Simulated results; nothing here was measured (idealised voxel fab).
Presented below is a process module, voxel trench capacitor.
Displayed cross-section: cut, width of 160 nm, square cells sized 5 nm.
Cross-section, as written here: a square-cell grid given band by band from the top down, where a band holds one or more rows of cells.
Heights first: top, then bottom, in nm. Then materials, left to right, each with a width in nm. "full width" on a single material: fills the band edge to edge. "empty": empty space.
Below 0: as-received wafer, all one material; heights counted from there. Lowest band: no bottom, goes on down, written "from 0 down".
You'd read "30 to 40" like this: the band's top row of cells is as wide as the first number, its bottom row is as wide as the second, and going down, every row changes width by the same amount as the row before did.
A step reported as "nothing changed" is a step in which no cell of the cross-section changed.
In "Entrapped voids" the enclosed voids are listed, meaning empty spaces of 8 cells or larger without any opening to the top. The form is width x height at distance, distance from the left edge, units nm.
What comes after the settings on a step's line is commentary from the simulator itself on that step.
The "overlay nm" setting may appear on a step's line; for a step that uses a mask, it gives how far to the right of its planned position the mask lay, and a negative value indicates the left.
### These are the steps we planned for the process
1,RECEIVE, material Si
2,CONFORMAL_DEP, material SiN, thk nm 5
3,DIRECTIONAL_DEP, material aC, thk nm 15
4,PATTERN, tone open, mask id TRENCH, material resist, width nm 25, pitch nm 45, thk nm 35, overlay nm 0
5,DIRECTIONAL_ETCH, etch materials aC, depth nm 15
6,STRIP, etch materials resist
7,DIRECTIONAL_ETCH, etch materials SiN, depth nm 5
8,DIRECTIONAL_ETCH, etch materials Si, depth nm 30
9,STRIP, etch materials aC
10,CONFORMAL_DEP, material Al2O3, thk nm 5
11,CONFORMAL_DEP, material TiN, thk nm 5
12,FILL_DEP, material W, thk nm 10
13,CMP, height nm 5
### The cross-section here shows the wafer as received, i.e. in its state after step 1
> from 0 down = Si full width
> Entrapped voids: none
### Look at the cross-section after the module: the wafer started out the way shown above and the plan was the one shown above, yet one mistake was made along the way
> from 5 to 0 = 45 SiN, 5 Al2O3, 5 TiN, 5 SiN, 5 TiN, 5 Al2O3, 20 SiN, 5 Al2O3, 5 TiN, 5 SiN, 5 TiN, 5 Al2O3, 45 SiN
> from 0 to -20 = 45 Si, 5 Al2O3, 5 TiN, 5 SiN, 5 TiN, 5 Al2O3, 20 Si, 5 Al2O3, 5 TiN, 5 SiN, 5 TiN, 5 Al2O3, 45 Si
> from -20 to -25 = 45 Si, 5 Al2O3, 15 TiN, 5 Al2O3, 20 Si, 5 Al2O3, 15 TiN, 5 Al2O3, 45 Si
> from -25 to -30 = 45 Si, 25 Al2O3, 20 Si, 25 Al2O3, 45 Si
> from -30 down = Si full width
> Entrapped voids: none
It is concluded that the wafer was processed incorrectly with respect to the plan, in that rather than as planned, step 12 actually ran as FILL_DEP, material SiN, thk nm 10
